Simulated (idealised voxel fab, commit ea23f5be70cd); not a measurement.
process module | voxel gate over fins
cross-section cut | 195 nm wide | cells 5 nm
A cross-section is a grid of square cells, given in bands from the top down. A band is one or more rows of cells.
Each band's line starts with the height of the band's top and of its bottom, in nm. Then come its materials from left to right, each with its width in nm. One material with "throughout" fills the band from edge to edge. "air" is empty space.
Height 0 is the level under which the wafer as received is all one material. The lowest band goes on downwards, as in "0 down".
A width such as "30 to 40" changes by the same amount from each row of cells to the next, from the band's top row to its bottom row.
"no change" after a step means that no cell of the cross-section changed.
closed voids: empty space of 8 cells or more with no open way to the top, each as width x height at its distance from the left edge, in nm
after a step's settings: what the simulator itself notes on the step
overlay nm, on a step with a mask: how far to the right of its planned place the mask lay; to the left if negative
plan
1 op RECEIVE | material Si
2 op CONFORMAL_DEP | material SiN | thk nm 5
3 op PATTERN | tone cover | mask id FINS | material resist | width nm 15 | pitch nm 60 | thk nm 15 | overlay nm 0
4 op DIRECTIONAL_ETCH | etch materials SiN | depth nm 5
5 op DIRECTIONAL_ETCH | etch materials Si | depth nm 40
6 op STRIP | etch materials resist
7 op FILL_DEP | material SiO2 | thk nm 15
8 op CMP | height nm 5
9 op PATTERN | tone open | mask id RAIL | material resist | width nm 15 | thk nm 15 | overlay nm 0
10 op DIRECTIONAL_ETCH | etch materials SiO2 | depth nm 40
11 op STRIP | etch materials resist
12 op CONFORMAL_DEP | material TiN | thk nm 5
13 op FILL_DEP | material W | thk nm 5
14 op CMP | height nm 5
15 op SELECTIVE_ETCH | etch materials W Ru TiN | depth nm 25
16 op FILL_DEP | material SiO2 | thk nm 5
17 op CMP | height nm 5
18 op SELECTIVE_ETCH | etch materials SiO2 | depth nm 20
19 op STRIP | etch materials SiN
20 op CONFORMAL_DEP | material HfO2 | thk nm 5
21 op CONFORMAL_DEP | material TiN | thk nm 5
22 op CONFORMAL_DEP | material TiAl | thk nm 5
23 op CONFORMAL_DEP | material TiN | thk nm 5
24 op FILL_DEP | material W | thk nm 10
25 op CMP | height nm 25
26 op CONFORMAL_DEP | material SiCN | thk nm 5
first wafer, as planned
as received, after step 1
  0 down: Si throughout
  closed voids: none
after step 2
  5 to 0: SiN throughout
  below 0: unchanged
after step 3
  20 to 5: air 30 | resist 15 | air 45 | resist 15 | air 45 | resist 15 | air 30
  below 5: unchanged
after step 4
  20 to 5: air 30 | resist 15 | air 45 | resist 15 | air 45 | resist 15 | air 30
  5 to 0: air 30 | SiN 15 | air 45 | SiN 15 | air 45 | SiN 15 | air 30
  below 0: unchanged
after step 5
  20 to 5: air 30 | resist 15 | air 45 | resist 15 | air 45 | resist 15 | air 30
  5 to 0: air 30 | SiN 15 | air 45 | SiN 15 | air 45 | SiN 15 | air 30
  0 to -40: air 30 | Si 15 | air 45 | Si 15 | air 45 | Si 15 | air 30
  below -40: unchanged
after step 6
  5 to 0: air 30 | SiN 15 | air 45 | SiN 15 | air 45 | SiN 15 | air 30
  below 0: unchanged
after step 7
  20 to 5: SiO2 throughout
  5 to 0: SiO2 30 | SiN 15 | SiO2 45 | SiN 15 | SiO2 45 | SiN 15 | SiO2 30
  0 to -40: SiO2 30 | Si 15 | SiO2 45 | Si 15 | SiO2 45 | Si 15 | SiO2 30
  below -40: unchanged
after step 8
  5 to 0: SiO2 30 | SiN 15 | SiO2 45 | SiN 15 | SiO2 45 | SiN 15 | SiO2 30
  below 0: unchanged
after step 9
  20 to 5: resist 60 | air 15 | resist 120
  below 5: unchanged
after step 10
  20 to 5: resist 60 | air 15 | resist 120
  5 to 0: SiO2 30 | SiN 15 | SiO2 15 | air 15 | SiO2 15 | SiN 15 | SiO2 45 | SiN 15 | SiO2 30
  0 to -35: SiO2 30 | Si 15 | SiO2 15 | air 15 | SiO2 15 | Si 15 | SiO2 45 | Si 15 | SiO2 30
  below -35: unchanged
after step 11
  5 to 0: SiO2 30 | SiN 15 | SiO2 15 | air 15 | SiO2 15 | SiN 15 | SiO2 45 | SiN 15 | SiO2 30
  below 0: unchanged
after step 12
  10 to 5: TiN 65 | air 5 | TiN 125
  5 to 0: SiO2 30 | SiN 15 | SiO2 15 | TiN 5 | air 5 | TiN 5 | SiO2 15 | SiN 15 | SiO2 45 | SiN 15 | SiO2 30
  0 to -30: SiO2 30 | Si 15 | SiO2 15 | TiN 5 | air 5 | TiN 5 | SiO2 15 | Si 15 | SiO2 45 | Si 15 | SiO2 30
  -30 to -35: SiO2 30 | Si 15 | SiO2 15 | TiN 15 | SiO2 15 | Si 15 | SiO2 45 | Si 15 | SiO2 30
  below -35: unchanged
after step 13
  15 to 10: W throughout
  10 to 5: TiN 65 | W 5 | TiN 125
  5 to 0: SiO2 30 | SiN 15 | SiO2 15 | TiN 5 | W 5 | TiN 5 | SiO2 15 | SiN 15 | SiO2 45 | SiN 15 | SiO2 30
  0 to -30: SiO2 30 | Si 15 | SiO2 15 | TiN 5 | W 5 | TiN 5 | SiO2 15 | Si 15 | SiO2 45 | Si 15 | SiO2 30
  below -30: unchanged
after step 14
  5 to 0: SiO2 30 | SiN 15 | SiO2 15 | TiN 5 | W 5 | TiN 5 | SiO2 15 | SiN 15 | SiO2 45 | SiN 15 | SiO2 30
  below 0: unchanged
after step 15
  5 to 0: SiO2 30 | SiN 15 | SiO2 15 | air 15 | SiO2 15 | SiN 15 | SiO2 45 | SiN 15 | SiO2 30
  0 to -20: SiO2 30 | Si 15 | SiO2 15 | air 15 | SiO2 15 | Si 15 | SiO2 45 | Si 15 | SiO2 30
  below -20: unchanged
after step 16
  10 to 5: SiO2 throughout
  5 to 0: SiO2 30 | SiN 15 | SiO2 45 | SiN 15 | SiO2 45 | SiN 15 | SiO2 30
  0 to -20: SiO2 30 | Si 15 | SiO2 45 | Si 15 | SiO2 45 | Si 15 | SiO2 30
  below -20: unchanged
after step 17
  5 to 0: SiO2 30 | SiN 15 | SiO2 45 | SiN 15 | SiO2 45 | SiN 15 | SiO2 30
  below 0: unchanged
after step 18
  5 to 0: air 30 | SiN 15 | air 45 | SiN 15 | air 45 | SiN 15 | air 30
  0 to -15: air 30 | Si 15 | air 45 | Si 15 | air 45 | Si 15 | air 30
  below -15: unchanged
after step 19
  0 to -15: air 30 | Si 15 | air 45 | Si 15 | air 45 | Si 15 | air 30
  below -15: unchanged
after step 20
  5 to 0: air 25 | HfO2 25 | air 35 | HfO2 25 | air 35 | HfO2 25 | air 25
  0 to -10: air 25 | HfO2 5 | Si 15 | HfO2 5 | air 35 | HfO2 5 | Si 15 | HfO2 5 | air 35 | HfO2 5 | Si 15 | HfO2 5 | air 25
  -10 to -15: HfO2 30 | Si 15 | HfO2 45 | Si 15 | HfO2 45 | Si 15 | HfO2 30
  below -15: unchanged
after step 21
  10 to 5: air 20 | TiN 35 | air 25 | TiN 35 | air 25 | TiN 35 | air 20
  5 to 0: air 20 | TiN 5 | HfO2 25 | TiN 5 | air 25 | TiN 5 | HfO2 25 | TiN 5 | air 25 | TiN 5 | HfO2 25 | TiN 5 | air 20
  0 to -5: air 20 | TiN 5 | HfO2 5 | Si 15 | HfO2 5 | TiN 5 | air 25 | TiN 5 | HfO2 5 | Si 15 | HfO2 5 | TiN 5 | air 25 | TiN 5 | HfO2 5 | Si 15 | HfO2 5 | TiN 5 | air 20
  -5 to -10: TiN 25 | HfO2 5 | Si 15 | HfO2 5 | TiN 35 | HfO2 5 | Si 15 | HfO2 5 | TiN 35 | HfO2 5 | Si 15 | HfO2 5 | TiN 25
  below -10: unchanged
after step 22
  15 to 10: air 15 | TiAl 45 | air 15 | TiAl 45 | air 15 | TiAl 45 | air 15
  10 to 5: air 15 | TiAl 5 | TiN 35 | TiAl 5 | air 15 | TiAl 5 | TiN 35 | TiAl 5 | air 15 | TiAl 5 | TiN 35 | TiAl 5 | air 15
  5 to 0: air 15 | TiAl 5 | TiN 5 | HfO2 25 | TiN 5 | TiAl 5 | air 15 | TiAl 5 | TiN 5 | HfO2 25 | TiN 5 | TiAl 5 | air 15 | TiAl 5 | TiN 5 | HfO2 25 | TiN 5 | TiAl 5 | air 15
  0 to -5: TiAl 20 | TiN 5 | HfO2 5 | Si 15 | HfO2 5 | TiN 5 | TiAl 25 | TiN 5 | HfO2 5 | Si 15 | HfO2 5 | TiN 5 | TiAl 25 | TiN 5 | HfO2 5 | Si 15 | HfO2 5 | TiN 5 | TiAl 20
  below -5: unchanged
after step 23
  20 to 15: air 10 | TiN 55 | air 5 | TiN 55 | air 5 | TiN 55 | air 10
  15 to 10: air 10 | TiN 5 | TiAl 45 | TiN 5 | air 5 | TiN 5 | TiAl 45 | TiN 5 | air 5 | TiN 5 | TiAl 45 | TiN 5 | air 10
  10 to 5: air 10 | TiN 5 | TiAl 5 | TiN 35 | TiAl 5 | TiN 5 | air 5 | TiN 5 | TiAl 5 | TiN 35 | TiAl 5 | TiN 5 | air 5 | TiN 5 | TiAl 5 | TiN 35 | TiAl 5 | TiN 5 | air 10
  5 to 0: TiN 15 | TiAl 5 | TiN 5 | HfO2 25 | TiN 5 | TiAl 5 | TiN 15 | TiAl 5 | TiN 5 | HfO2 25 | TiN 5 | TiAl 5 | TiN 15 | TiAl 5 | TiN 5 | HfO2 25 | TiN 5 | TiAl 5 | TiN 15
  below 0: unchanged
after step 24
  30 to 20: W throughout
  20 to 15: W 10 | TiN 55 | W 5 | TiN 55 | W 5 | TiN 55 | W 10
  15 to 10: W 10 | TiN 5 | TiAl 45 | TiN 5 | W 5 | TiN 5 | TiAl 45 | TiN 5 | W 5 | TiN 5 | TiAl 45 | TiN 5 | W 10
  10 to 5: W 10 | TiN 5 | TiAl 5 | TiN 35 | TiAl 5 | TiN 5 | W 5 | TiN 5 | TiAl 5 | TiN 35 | TiAl 5 | TiN 5 | W 5 | TiN 5 | TiAl 5 | TiN 35 | TiAl 5 | TiN 5 | W 10
  below 5: unchanged
after step 25
  25 to 20: W throughout
  below 20: unchanged
after step 26
  30 to 25: SiCN throughout
  below 25: unchanged
second wafer: like start, like plan, one mistake. Through step 17 it matches the first wafer
when step 18 should have ended
  5 to 0: SiO2 30 | air 15 | SiO2 45 | air 15 | SiO2 45 | air 15 | SiO2 30
  below 0: unchanged
when step 19 should have ended
  0 to -15: air 30 | Si 15 | air 45 | Si 15 | air 45 | Si 15 | air 30
  -15 to -20: SiO2 10 | air 20 | Si 15 | air 20 | SiO2 5 | air 20 | Si 15 | air 20 | SiO2 5 | air 20 | Si 15 | air 20 | SiO2 10
  below -20: unchanged
when step 20 should have ended
  5 to 0: air 25 | HfO2 25 | air 35 | HfO2 25 | air 35 | HfO2 25 | air 25
  0 to -10: air 25 | HfO2 5 | Si 15 | HfO2 5 | air 35 | HfO2 5 | Si 15 | HfO2 5 | air 35 | HfO2 5 | Si 15 | HfO2 5 | air 25
  -10 to -15: HfO2 15 | air 10 | HfO2 5 | Si 15 | HfO2 5 | air 10 | HfO2 15 | air 10 | HfO2 5 | Si 15 | HfO2 5 | air 10 | HfO2 15 | air 10 | HfO2 5 | Si 15 | HfO2 5 | air 10 | HfO2 15
  -15 to -20: SiO2 10 | HfO2 20 | Si 15 | HfO2 20 | SiO2 5 | HfO2 20 | Si 15 | HfO2 20 | SiO2 5 | HfO2 20 | Si 15 | HfO2 20 | SiO2 10
  below -20: unchanged
when step 21 should have ended
  10 to 5: air 20 | TiN 35 | air 25 | TiN 35 | air 25 | TiN 35 | air 20
  5 to 0: air 20 | TiN 5 | HfO2 25 | TiN 5 | air 25 | TiN 5 | HfO2 25 | TiN 5 | air 25 | TiN 5 | HfO2 25 | TiN 5 | air 20
  0 to -5: air 20 | TiN 5 | HfO2 5 | Si 15 | HfO2 5 | TiN 5 | air 25 | TiN 5 | HfO2 5 | Si 15 | HfO2 5 | TiN 5 | air 25 | TiN 5 | HfO2 5 | Si 15 | HfO2 5 | TiN 5 | air 20
  -5 to -10: TiN 25 | HfO2 5 | Si 15 | HfO2 5 | TiN 35 | HfO2 5 | Si 15 | HfO2 5 | TiN 35 | HfO2 5 | Si 15 | HfO2 5 | TiN 25
  -10 to -15: HfO2 15 | TiN 10 | HfO2 5 | Si 15 | HfO2 5 | TiN 10 | HfO2 15 | TiN 10 | HfO2 5 | Si 15 | HfO2 5 | TiN 10 | HfO2 15 | TiN 10 | HfO2 5 | Si 15 | HfO2 5 | TiN 10 | HfO2 15
  below -15: unchanged
when step 22 should have ended
  15 to 10: air 15 | TiAl 45 | air 15 | TiAl 45 | air 15 | TiAl 45 | air 15
  10 to 5: air 15 | TiAl 5 | TiN 35 | TiAl 5 | air 15 | TiAl 5 | TiN 35 | TiAl 5 | air 15 | TiAl 5 | TiN 35 | TiAl 5 | air 15
  5 to 0: air 15 | TiAl 5 | TiN 5 | HfO2 25 | TiN 5 | TiAl 5 | air 15 | TiAl 5 | TiN 5 | HfO2 25 | TiN 5 | TiAl 5 | air 15 | TiAl 5 | TiN 5 | HfO2 25 | TiN 5 | TiAl 5 | air 15
  0 to -5: TiAl 20 | TiN 5 | HfO2 5 | Si 15 | HfO2 5 | TiN 5 | TiAl 25 | TiN 5 | HfO2 5 | Si 15 | HfO2 5 | TiN 5 | TiAl 25 | TiN 5 | HfO2 5 | Si 15 | HfO2 5 | TiN 5 | TiAl 20
  below -5: unchanged
when step 23 should have ended
  20 to 15: air 10 | TiN 55 | air 5 | TiN 55 | air 5 | TiN 55 | air 10
  15 to 10: air 10 | TiN 5 | TiAl 45 | TiN 5 | air 5 | TiN 5 | TiAl 45 | TiN 5 | air 5 | TiN 5 | TiAl 45 | TiN 5 | air 10
  10 to 5: air 10 | TiN 5 | TiAl 5 | TiN 35 | TiAl 5 | TiN 5 | air 5 | TiN 5 | TiAl 5 | TiN 35 | TiAl 5 | TiN 5 | air 5 | TiN 5 | TiAl 5 | TiN 35 | TiAl 5 | TiN 5 | air 10
  5 to 0: TiN 15 | TiAl 5 | TiN 5 | HfO2 25 | TiN 5 | TiAl 5 | TiN 15 | TiAl 5 | TiN 5 | HfO2 25 | TiN 5 | TiAl 5 | TiN 15 | TiAl 5 | TiN 5 | HfO2 25 | TiN 5 | TiAl 5 | TiN 15
  below 0: unchanged
when step 24 should have ended
  30 to 20: W throughout
  20 to 15: W 10 | TiN 55 | W 5 | TiN 55 | W 5 | TiN 55 | W 10
  15 to 10: W 10 | TiN 5 | TiAl 45 | TiN 5 | W 5 | TiN 5 | TiAl 45 | TiN 5 | W 5 | TiN 5 | TiAl 45 | TiN 5 | W 10
  10 to 5: W 10 | TiN 5 | TiAl 5 | TiN 35 | TiAl 5 | TiN 5 | W 5 | TiN 5 | TiAl 5 | TiN 35 | TiAl 5 | TiN 5 | W 5 | TiN 5 | TiAl 5 | TiN 35 | TiAl 5 | TiN 5 | W 10
  below 5: unchanged
when step 25 should have ended
  25 to 20: W throughout
  below 20: unchanged
when step 26 should have ended
  30 to 25: SiCN throughout
  below 25: unchanged
what went wrong: steps 18 and 19 were swapped
at the end the second wafer has, in cells: 12 more of HfO2 | 24 fewer of SiO2 | 12 more of TiN
